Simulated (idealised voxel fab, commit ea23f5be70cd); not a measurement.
Proc. module: voxel capacitor over wiring
This is section cut - it's 245 nm across, gridded in 5 nm square cells.
In this document a cross-section is written as a grid of square cells. It is given as a series of bands, listed from the top down, and a band is one or more rows of cells.
Band: top and bottom heights (nm) first, top before bottom; then materials from left to right, widths in nm. "full width" marks a sole material filling the band edge to edge. "air" denotes empty space.
The level at which height equals 0 is the one under which the wafer, as it arrives, is entirely one material. No lower edge exists for the bottom band, which continues downward and is notated as in "z 0 and below".
The expression "30->40" gives the width at the extremes of the band, the first number at its top row of cells and the second at its bottom row, with the width changing by equal amounts from each row to the next in between.
"all unchanged" means the step left every cell of the cross-section as it was.
Voids not open to the top, 8 cells minimum: see "Internal closed voids". Written width x height at distance; distance is from the left edge; nm.
Heads up: the bit after the settings on a step's line is the simulator's remark on that step.
overlay nm: mask offset rightward from planned place, masked step; negative means leftward offset.
# These are the steps we planned for the process
- 1: RECEIVE,material Si
- 2: CONFORMAL_DEP,material SiO2,thk nm 15
- 3: CONFORMAL_DEP,material SiN,thk nm 5
- 4: DIRECTIONAL_DEP,material SiO2,thk nm 20
- 5: DIRECTIONAL_DEP,material aC,thk nm 10
- 6: PATTERN,tone open,mask id METAL_1,material resist,width nm 25,pitch nm 90,thk nm 25,overlay nm 0
- 7: DIRECTIONAL_ETCH,etch materials aC,depth nm 10
- 8: STRIP,etch materials resist
- 9: DIRECTIONAL_ETCH,etch materials SiO2,depth nm 20
- 10: DIRECTIONAL_ETCH,etch materials SiN,depth nm 5
- 11: STRIP,etch materials aC
- 12: CONFORMAL_DEP,material TiN,thk nm 5
- 13: FILL_DEP,material W,thk nm 10
- 14: CMP,height nm 40
- 15: CONFORMAL_DEP,material SiCN,thk nm 5
- 16: DIRECTIONAL_DEP,material lowk,thk nm 20
- 17: MASKED_ETCH,tone open,mask id PLUG_1,width nm 15,etch materials lowk,depth nm 20,overlay nm 0
- 18: MASKED_ETCH,tone open,mask id PLUG_1,width nm 15,etch materials SiCN,depth nm 5,overlay nm 0
- 19: CONFORMAL_DEP,material TiN,thk nm 5
- 20: FILL_DEP,material W,thk nm 5
- 21: CMP,height nm 65
- 22: DIRECTIONAL_DEP,material TiN,thk nm 10
- 23: DIRECTIONAL_DEP,material HfO2,thk nm 5
- 24: DIRECTIONAL_DEP,material TiN,thk nm 10
- 25: DIRECTIONAL_DEP,material aC,thk nm 15
- 26: PATTERN,tone cover,mask id UPPER_PLATE,material resist,width nm 70,thk nm 30,overlay nm 0
- 27: DIRECTIONAL_ETCH,etch materials aC,depth nm 15
- 28: STRIP,etch materials resist
- 29: DIRECTIONAL_ETCH,etch materials TiN,depth nm 10
- 30: DIRECTIONAL_ETCH,etch materials HfO2,depth nm 5
- 31: STRIP,etch materials aC
- 32: DIRECTIONAL_DEP,material aC,thk nm 15
- 33: PATTERN,tone cover,mask id LOWER_PLATE,material resist,width nm 80,thk nm 30,overlay nm 0
- 34: DIRECTIONAL_ETCH,etch materials aC,depth nm 15
- 35: STRIP,etch materials resist
- 36: DIRECTIONAL_ETCH,etch materials TiN,depth nm 10
- 37: STRIP,etch materials aC
- 38: FILL_DEP,material SiO2,thk nm 15
- 39: CMP,height nm 100
- 40: DIRECTIONAL_DEP,material aC,thk nm 15
- 41: PATTERN,tone open,mask id PLUG_2,material resist,width nm 15,thk nm 35,overlay nm 0
- 42: DIRECTIONAL_ETCH,etch materials aC,depth nm 15
- 43: STRIP,etch materials resist
- 44: DIRECTIONAL_ETCH,etch materials SiO2,depth nm 10
- 45: STRIP,etch materials aC
- 46: CONFORMAL_DEP,material TiN,thk nm 5
- 47: FILL_DEP,material Ru,thk nm 10
- 48: CMP,height nm 100
- 49: CONFORMAL_DEP,material SiN,thk nm 5
# Of two wafers, the first: run according to plan
# Incoming wafer in cross-section (state: after step 1)
* z 0 and below | Si full width
* Internal closed voids: none
# The following cross-section depicts the wafer upon completion of step 2
* z 15 to 0 | SiO2 full width
* Nothing below the height 0 has changed.
# The following cross-section depicts the wafer upon completion of step 3
* z 20 to 15 | SiN full width
* Nothing below the height 15 has changed.
# The following cross-section depicts the wafer upon completion of step 4
* z 40 to 20 | SiO2 full width
* Nothing below the height 20 has changed.
# The following cross-section depicts the wafer upon completion of step 5
* z 50 to 40 | aC full width
* Nothing below the height 40 has changed.
# The following cross-section depicts the wafer upon completion of step 6
* z 75 to 50 | resist=65 | air=25 | resist=65 | air=25 | resist=65
* Nothing below the height 50 has changed.
# The following cross-section depicts the wafer upon completion of step 7
* z 65 to 50 | resist=65 | air=25 | resist=65 | air=25 | resist=65
* z 50 to 40 | aC=65 | air=25 | aC=65 | air=25 | aC=65
* Nothing below the height 40 has changed.
# The following cross-section depicts the wafer upon completion of step 8
* z 50 to 40 | aC=65 | air=25 | aC=65 | air=25 | aC=65
* Nothing below the height 40 has changed.
# The following cross-section depicts the wafer upon completion of step 9
* z 50 to 40 | aC=65 | air=25 | aC=65 | air=25 | aC=65
* z 40 to 20 | SiO2=65 | air=25 | SiO2=65 | air=25 | SiO2=65
* Nothing below the height 20 has changed.
# The following cross-section depicts the wafer upon completion of step 10
* z 50 to 40 | aC=65 | air=25 | aC=65 | air=25 | aC=65
* z 40 to 20 | SiO2=65 | air=25 | SiO2=65 | air=25 | SiO2=65
* z 20 to 15 | SiN=65 | air=25 | SiN=65 | air=25 | SiN=65
* Nothing below the height 15 has changed.
# The following cross-section depicts the wafer upon completion of step 11
* z 40 to 20 | SiO2=65 | air=25 | SiO2=65 | air=25 | SiO2=65
* Nothing below the height 20 has changed.
# The following cross-section depicts the wafer upon completion of step 12
* z 45 to 40 | TiN=70 | air=15 | TiN=75 | air=15 | TiN=70
* z 40 to 20 | SiO2=65 | TiN=5 | air=15 | TiN=5 | SiO2=65 | TiN=5 | air=15 | TiN=5 | SiO2=65
* z 20 to 15 | SiN=65 | TiN=25 | SiN=65 | TiN=25 | SiN=65
* Nothing below the height 15 has changed.
# The following cross-section depicts the wafer upon completion of step 13
* z 55 to 45 | W full width
* z 45 to 40 | TiN=70 | W=15 | TiN=75 | W=15 | TiN=70
* z 40 to 20 | SiO2=65 | TiN=5 | W=15 | TiN=5 | SiO2=65 | TiN=5 | W=15 | TiN=5 | SiO2=65
* Nothing below the height 20 has changed.
# The following cross-section depicts the wafer upon completion of step 14
* z 40 to 20 | SiO2=65 | TiN=5 | W=15 | TiN=5 | SiO2=65 | TiN=5 | W=15 | TiN=5 | SiO2=65
* Nothing below the height 20 has changed.
# The following cross-section depicts the wafer upon completion of step 15
* z 45 to 40 | SiCN full width
* Nothing below the height 40 has changed.
# The following cross-section depicts the wafer upon completion of step 16
* z 65 to 45 | lowk full width
* Nothing below the height 45 has changed.
# The following cross-section depicts the wafer upon completion of step 17
* z 65 to 45 | lowk=75 | air=15 | lowk=155
* Nothing below the height 45 has changed.
# The following cross-section depicts the wafer upon completion of step 18
* z 65 to 45 | lowk=75 | air=15 | lowk=155
* z 45 to 40 | SiCN=75 | air=15 | SiCN=155
* Nothing below the height 40 has changed.
# The following cross-section depicts the wafer upon completion of step 19
* z 70 to 65 | TiN=80 | air=5 | TiN=160
* z 65 to 45 | lowk=75 | TiN=5 | air=5 | TiN=5 | lowk=155
* z 45 to 40 | SiCN=75 | TiN=15 | SiCN=155
* Nothing below the height 40 has changed.
# The following cross-section depicts the wafer upon completion of step 20
* z 75 to 70 | W full width
* z 70 to 65 | TiN=80 | W=5 | TiN=160
* z 65 to 45 | lowk=75 | TiN=5 | W=5 | TiN=5 | lowk=155
* Nothing below the height 45 has changed.
# The following cross-section depicts the wafer upon completion of step 21
* z 65 to 45 | lowk=75 | TiN=5 | W=5 | TiN=5 | lowk=155
* Nothing below the height 45 has changed.
# The following cross-section depicts the wafer upon completion of step 22
* z 75 to 65 | TiN full width
* Nothing below the height 65 has changed.
# The following cross-section depicts the wafer upon completion of step 23
* z 80 to 75 | HfO2 full width
* Nothing below the height 75 has changed.
# The following cross-section depicts the wafer upon completion of step 24
* z 90 to 80 | TiN full width
* Nothing below the height 80 has changed.
# The following cross-section depicts the wafer upon completion of step 25
* z 105 to 90 | aC full width
* Nothing below the height 90 has changed.
# The following cross-section depicts the wafer upon completion of step 26
* z 135 to 105 | air=75 | resist=70 | air=100
* Nothing below the height 105 has changed.
# The following cross-section depicts the wafer upon completion of step 27
* z 120 to 105 | air=75 | resist=70 | air=100
* z 105 to 90 | air=75 | aC=70 | air=100
* Nothing below the height 90 has changed.
# The following cross-section depicts the wafer upon completion of step 28
* z 105 to 90 | air=75 | aC=70 | air=100
* Nothing below the height 90 has changed.
# The following cross-section depicts the wafer upon completion of step 29
* z 105 to 90 | air=75 | aC=70 | air=100
* z 90 to 80 | air=75 | TiN=70 | air=100
* Nothing below the height 80 has changed.
# The following cross-section depicts the wafer upon completion of step 30
* z 105 to 90 | air=75 | aC=70 | air=100
* z 90 to 80 | air=75 | TiN=70 | air=100
* z 80 to 75 | air=75 | HfO2=70 | air=100
* Nothing below the height 75 has changed.
# The following cross-section depicts the wafer upon completion of step 31
* z 90 to 80 | air=75 | TiN=70 | air=100
* Nothing below the height 80 has changed.
# The following cross-section depicts the wafer upon completion of step 32
* z 105 to 90 | air=75 | aC=70 | air=100
* z 90 to 80 | aC=75 | TiN=70 | aC=100
* z 80 to 75 | aC=75 | HfO2=70 | aC=100
* Nothing below the height 75 has changed.
# The following cross-section depicts the wafer upon completion of step 33
* z 135 to 105 | air=70 | resist=80 | air=95
* z 105 to 90 | air=70 | resist=5 | aC=70 | resist=5 | air=95
* Nothing below the height 90 has changed.
# The following cross-section depicts the wafer upon completion of step 34
* z 120 to 105 | air=70 | resist=80 | air=95
* z 105 to 90 | air=70 | resist=5 | aC=70 | resist=5 | air=95
* z 90 to 80 | air=70 | aC=5 | TiN=70 | aC=5 | air=95
* z 80 to 75 | air=70 | aC=5 | HfO2=70 | aC=5 | air=95
* Nothing below the height 75 has changed.
# The following cross-section depicts the wafer upon completion of step 35
* z 105 to 90 | air=75 | aC=70 | air=100
* Nothing below the height 90 has changed.
# The following cross-section depicts the wafer upon completion of step 36
* z 105 to 90 | air=75 | aC=70 | air=100
* z 90 to 80 | air=70 | aC=5 | TiN=70 | aC=5 | air=95
* z 80 to 75 | air=70 | aC=5 | HfO2=70 | aC=5 | air=95
* z 75 to 65 | air=70 | TiN=80 | air=95
* Nothing below the height 65 has changed.
# The following cross-section depicts the wafer upon completion of step 37
* z 90 to 80 | air=75 | TiN=70 | air=100
* z 80 to 75 | air=75 | HfO2=70 | air=100
* Nothing below the height 75 has changed.
# The following cross-section depicts the wafer upon completion of step 38
* z 105 to 90 | SiO2 full width
* z 90 to 80 | SiO2=75 | TiN=70 | SiO2=100
* z 80 to 75 | SiO2=75 | HfO2=70 | SiO2=100
* z 75 to 65 | SiO2=70 | TiN=80 | SiO2=95
* Nothing below the height 65 has changed.
# The following cross-section depicts the wafer upon completion of step 39
* z 100 to 90 | SiO2 full width
* Nothing below the height 90 has changed.
# The following cross-section depicts the wafer upon completion of step 40
* z 115 to 100 | aC full width
* Nothing below the height 100 has changed.
# The following cross-section depicts the wafer upon completion of step 41
* z 150 to 115 | resist=85 | air=15 | resist=145
* Nothing below the height 115 has changed.
# The following cross-section depicts the wafer upon completion of step 42
* z 135 to 115 | resist=85 | air=15 | resist=145
* z 115 to 100 | aC=85 | air=15 | aC=145
* Nothing below the height 100 has changed.
# The following cross-section depicts the wafer upon completion of step 43
* z 115 to 100 | aC=85 | air=15 | aC=145
* Nothing below the height 100 has changed.
# The following cross-section depicts the wafer upon completion of step 44
* z 115 to 100 | aC=85 | air=15 | aC=145
* z 100 to 90 | SiO2=85 | air=15 | SiO2=145
* Nothing below the height 90 has changed.
# The following cross-section depicts the wafer upon completion of step 45
* z 100 to 90 | SiO2=85 | air=15 | SiO2=145
* Nothing below the height 90 has changed.
# The following cross-section depicts the wafer upon completion of step 46
* z 105 to 100 | TiN=90 | air=5 | TiN=150
* z 100 to 95 | SiO2=85 | TiN=5 | air=5 | TiN=5 | SiO2=145
* z 95 to 90 | SiO2=85 | TiN=15 | SiO2=145
* Nothing below the height 90 has changed.
# The following cross-section depicts the wafer upon completion of step 47
* z 115 to 105 | Ru full width
* z 105 to 100 | TiN=90 | Ru=5 | TiN=150
* z 100 to 95 | SiO2=85 | TiN=5 | Ru=5 | TiN=5 | SiO2=145
* Nothing below the height 95 has changed.
# The following cross-section depicts the wafer upon completion of step 48
* z 100 to 95 | SiO2=85 | TiN=5 | Ru=5 | TiN=5 | SiO2=145
* Nothing below the height 95 has changed.
# The following cross-section depicts the wafer upon completion of step 49
* z 105 to 100 | SiN full width
* Nothing below the height 100 has changed.
# Wafer two: like wafer one in start and plan, but with one mistake in execution; identical up to and including step 25
# Here is the second wafer in cross-section at the point where step 26 of the plan should have been done
* z 135 to 105 | air=80 | resist=60 | air=105
* Nothing below the height 105 has changed.
# Here is the second wafer in cross-section at the point where step 27 of the plan should have been done
* z 120 to 105 | air=80 | resist=60 | air=105
* z 105 to 90 | air=80 | aC=60 | air=105
* Nothing below the height 90 has changed.
# Here is the second wafer in cross-section at the point where step 28 of the plan should have been done
* z 105 to 90 | air=80 | aC=60 | air=105
* Nothing below the height 90 has changed.
# Here is the second wafer in cross-section at the point where step 29 of the plan should have been done
* z 105 to 90 | air=80 | aC=60 | air=105
* z 90 to 80 | air=80 | TiN=60 | air=105
* Nothing below the height 80 has changed.
# Here is the second wafer in cross-section at the point where step 30 of the plan should have been done
* z 105 to 90 | air=80 | aC=60 | air=105
* z 90 to 80 | air=80 | TiN=60 | air=105
* z 80 to 75 | air=80 | HfO2=60 | air=105
* Nothing below the height 75 has changed.
# Here is the second wafer in cross-section at the point where step 31 of the plan should have been done
* z 90 to 80 | air=80 | TiN=60 | air=105
* Nothing below the height 80 has changed.
# Here is the second wafer in cross-section at the point where step 32 of the plan should have been done
* z 105 to 90 | air=80 | aC=60 | air=105
* z 90 to 80 | aC=80 | TiN=60 | aC=105
* z 80 to 75 | aC=80 | HfO2=60 | aC=105
* Nothing below the height 75 has changed.
# Here is the second wafer in cross-section at the point where step 33 of the plan should have been done
* z 135 to 105 | air=70 | resist=80 | air=95
* z 105 to 90 | air=70 | resist=10 | aC=60 | resist=10 | air=95
* Nothing below the height 90 has changed.
# Here is the second wafer in cross-section at the point where step 34 of the plan should have been done
* z 120 to 105 | air=70 | resist=80 | air=95
* z 105 to 90 | air=70 | resist=10 | aC=60 | resist=10 | air=95
* z 90 to 80 | air=70 | aC=10 | TiN=60 | aC=10 | air=95
* z 80 to 75 | air=70 | aC=10 | HfO2=60 | aC=10 | air=95
* Nothing below the height 75 has changed.
# Here is the second wafer in cross-section at the point where step 35 of the plan should have been done
* z 105 to 90 | air=80 | aC=60 | air=105
* Nothing below the height 90 has changed.
# Here is the second wafer in cross-section at the point where step 36 of the plan should have been done
* z 105 to 90 | air=80 | aC=60 | air=105
* z 90 to 80 | air=70 | aC=10 | TiN=60 | aC=10 | air=95
* z 80 to 75 | air=70 | aC=10 | HfO2=60 | aC=10 | air=95
* z 75 to 65 | air=70 | TiN=80 | air=95
* Nothing below the height 65 has changed.
# Here is the second wafer in cross-section at the point where step 37 of the plan should have been done
* z 90 to 80 | air=80 | TiN=60 | air=105
* z 80 to 75 | air=80 | HfO2=60 | air=105
* Nothing below the height 75 has changed.
# Here is the second wafer in cross-section at the point where step 38 of the plan should have been done
* z 105 to 90 | SiO2 full width
* z 90 to 80 | SiO2=80 | TiN=60 | SiO2=105
* z 80 to 75 | SiO2=80 | HfO2=60 | SiO2=105
* z 75 to 65 | SiO2=70 | TiN=80 | SiO2=95
* Nothing below the height 65 has changed.
# Here is the second wafer in cross-section at the point where step 39 of the plan should have been done
* z 100 to 90 | SiO2 full width
* Nothing below the height 90 has changed.
# Here is the second wafer in cross-section at the point where step 40 of the plan should have been done
* z 115 to 100 | aC full width
* Nothing below the height 100 has changed.
# Here is the second wafer in cross-section at the point where step 41 of the plan should have been done
* z 150 to 115 | resist=85 | air=15 | resist=145
* Nothing below the height 115 has changed.
# Here is the second wafer in cross-section at the point where step 42 of the plan should have been done
* z 135 to 115 | resist=85 | air=15 | resist=145
* z 115 to 100 | aC=85 | air=15 | aC=145
* Nothing below the height 100 has changed.
# Here is the second wafer in cross-section at the point where step 43 of the plan should have been done
* z 115 to 100 | aC=85 | air=15 | aC=145
* Nothing below the height 100 has changed.
# Here is the second wafer in cross-section at the point where step 44 of the plan should have been done
* z 115 to 100 | aC=85 | air=15 | aC=145
* z 100 to 90 | SiO2=85 | air=15 | SiO2=145
* Nothing below the height 90 has changed.
# Here is the second wafer in cross-section at the point where step 45 of the plan should have been done
* z 100 to 90 | SiO2=85 | air=15 | SiO2=145
* Nothing below the height 90 has changed.
# Here is the second wafer in cross-section at the point where step 46 of the plan should have been done
* z 105 to 100 | TiN=90 | air=5 | TiN=150
* z 100 to 95 | SiO2=85 | TiN=5 | air=5 | TiN=5 | SiO2=145
* z 95 to 90 | SiO2=85 | TiN=15 | SiO2=145
* Nothing below the height 90 has changed.
# Here is the second wafer in cross-section at the point where step 47 of the plan should have been done
* z 115 to 105 | Ru full width
* z 105 to 100 | TiN=90 | Ru=5 | TiN=150
* z 100 to 95 | SiO2=85 | TiN=5 | Ru=5 | TiN=5 | SiO2=145
* Nothing below the height 95 has changed.
# Here is the second wafer in cross-section at the point where step 48 of the plan should have been done
* z 100 to 95 | SiO2=85 | TiN=5 | Ru=5 | TiN=5 | SiO2=145
* Nothing below the height 95 has changed.
# Here is the second wafer in cross-section at the point where step 49 of the plan should have been done
* z 105 to 100 | SiN full width
* Nothing below the height 100 has changed.
Heads up, the wafer didn't run the way we planned it: off-plan run, step 26, actual operation and settings PATTERN,tone cover,mask id UPPER_PLATE,material resist,width nm 60,thk nm 30,overlay nm 0
It is noted that, at the conclusion of processing, the second wafer exhibits a higher or lower cell count for certain materials relative to the first: HfO2 -2; SiO2 +6; TiN -4
